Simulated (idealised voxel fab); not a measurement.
Process module, titled voxel released beams
The figure presents cross-section cut, which has a width of 285 nm and is divided into square cells with an edge length of 5 nm.
This document writes a cross-section as a grid whose cells are square, and gives it as bands, listed from the top down; one or more rows of cells form a band.
Quick guide to a band line: top height, bottom height (nm) up front; then every material left to right with its width in nm. Only one material and it's marked "all across"? Then it fills the band edge to edge. And "empty" just means empty space.
Height is counted from the level 0, under which the received wafer is composed throughout of one material. The lowest of the bands is not closed at the bottom but continues downward, in the notation "from 0 down".
Width: "30..40" (first number = top row, second number = bottom row, same change from row to row of cells).
Reading "no change" for a step: not a cell of the cross-section changed in it.
Empty spaces without an open route to the top, at least 8 cells in extent, make up the entry "Enclosed void list"; each is given as width x height at distance, where the distance is measured from the left edge, and all are in nm.
after a step's settings: what the simulator itself notes on the step
You can add "overlay nm" to a step's line. For a step with a mask, it describes how far the mask lay to the right of its planned position, and a negative number describes a lay to the left.

## List of planned process steps
1 RECEIVE, material Si
2 CONFORMAL_DEP, material Al2O3, thk nm 5
3 DIRECTIONAL_DEP, material SiO2, thk nm 20
4 PATTERN, tone open, mask id ANCHOR, material resist, width nm 35, thk nm 15, overlay nm 0
5 DIRECTIONAL_ETCH, etch materials SiO2, depth nm 20
6 STRIP, etch materials resist
7 CONFORMAL_DEP, material W, thk nm 15
8 MASKED_ETCH, tone cover, mask id BEAM, width nm 95, etch materials W, depth nm 15, overlay nm 0
9 STRIP, etch materials SiO2

## As received (post step 1): cross-section
> from 0 down = Si all across
> Enclosed void list: none

## End-of-module cross-section of the first of two wafers, processed as planned
> from 40 to 25 = 90 nm empty; 20 nm W; 5 nm empty; 70 nm W; 100 nm empty
> from 25 to 20 = 95 nm empty; 15 nm W; 5 nm empty; 15 nm W; 155 nm empty
> from 20 to 5 = 95 nm empty; 35 nm W; 155 nm empty
> from 5 to 0 = Al2O3 all across
> from 0 down = Si all across
> Enclosed void list: none

## second wafer at the end: like start, like plan, one mistake
> from 50 to 35 = 90 nm empty; 95 nm W; 100 nm empty
> from 35 to 25 = W all across
> from 25 to 5 = 95 nm SiO2; 35 nm W; 155 nm SiO2
> from 5 to 0 = Al2O3 all across
> from 0 down = Si all across
> Enclosed void list: none
Finding, execution versus plan: rather than as planned, step 7 actually ran as CONFORMAL_DEP, material W, thk nm 25
Heads up, by the end the second wafer has more or fewer cells of some materials compared to the first: SiO2: 200 more | W: 118 more
